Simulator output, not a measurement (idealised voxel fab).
Title: Process Module voxel released beams
The cross-section shown here is cut; it is 260 nm wide and divided into square cells measuring 5 nm on a side.
Square cells in a grid make up a cross-section in this document, and the grid is given as bands, listed from the top down, each one or more rows of cells.
A band entry consists of two parts. The first gives the height of the band's top and the height of its bottom, in nm. The rest lists the band's materials from left to right, each with its width in nm. A single material labelled with the word "full width" fills the band from edge to edge, and the word "air" marks empty space.
Height is counted from the level 0, under which the received wafer is composed throughout of one material. The lowest of the bands is not closed at the bottom but continues downward, in the notation "from 0 down".
Think of "30..40" as a width that walks from the first number to the second as you go down the band, top row to bottom row, taking equal-sized steps from row to row.
What does "nothing different" mean for a step? It means no cell of the cross-section changed in that step.
In the "Closed empty spaces" entry, you get each enclosed empty space of 8 cells or more, one with no open way to the top, written width x height at distance, distance from the left edge, in nm.
On each step's line, the part that comes after the settings is the simulator's own comment on the step.
Among the settings permitted on a step's line is "overlay nm"; applied to a step with a mask, it specifies the extent to which the mask lay to the right of its planned position, whereas a negative figure signifies a position to the left.

## Below is the list of planned process steps
step 1: RECEIVE, material Si
step 2: CONFORMAL_DEP, material Al2O3, thk nm 5
step 3: DIRECTIONAL_DEP, material SiO2, thk nm 10
step 4: PATTERN, tone open, mask id ANCHOR, material resist, width nm 25, thk nm 20, overlay nm 0
step 5: DIRECTIONAL_ETCH, etch materials SiO2, depth nm 10
step 6: STRIP, etch materials resist
step 7: CONFORMAL_DEP, material SiN, thk nm 10
step 8: PATTERN, tone cover, mask id BEAM, material resist, width nm 105, thk nm 15, overlay nm 0
step 9: DIRECTIONAL_ETCH, etch materials SiN, depth nm 10
step 10: STRIP, etch materials resist
step 11: STRIP, etch materials SiO2

## So this is the incoming wafer in cross-section - it's already been through step 1
from 0 down  Si full width
Closed empty spaces: none

## The plan above was carried out on the starting structure above with one mistake, and this cross-section shows the wafer at the end of the module
from 25 to 15  air 80  SiN 10  air 5  SiN 85  air 80
from 15 to 5  air 80  SiN 25  air 155
from 5 to 0  Al2O3 full width
from 0 down  Si full width
Closed empty spaces: none
Error vs. plan: step 8 was processed under conditions differing from the plan, specifically as PATTERN, tone cover, mask id BEAM, material resist, width nm 100, thk nm 15, overlay nm 0
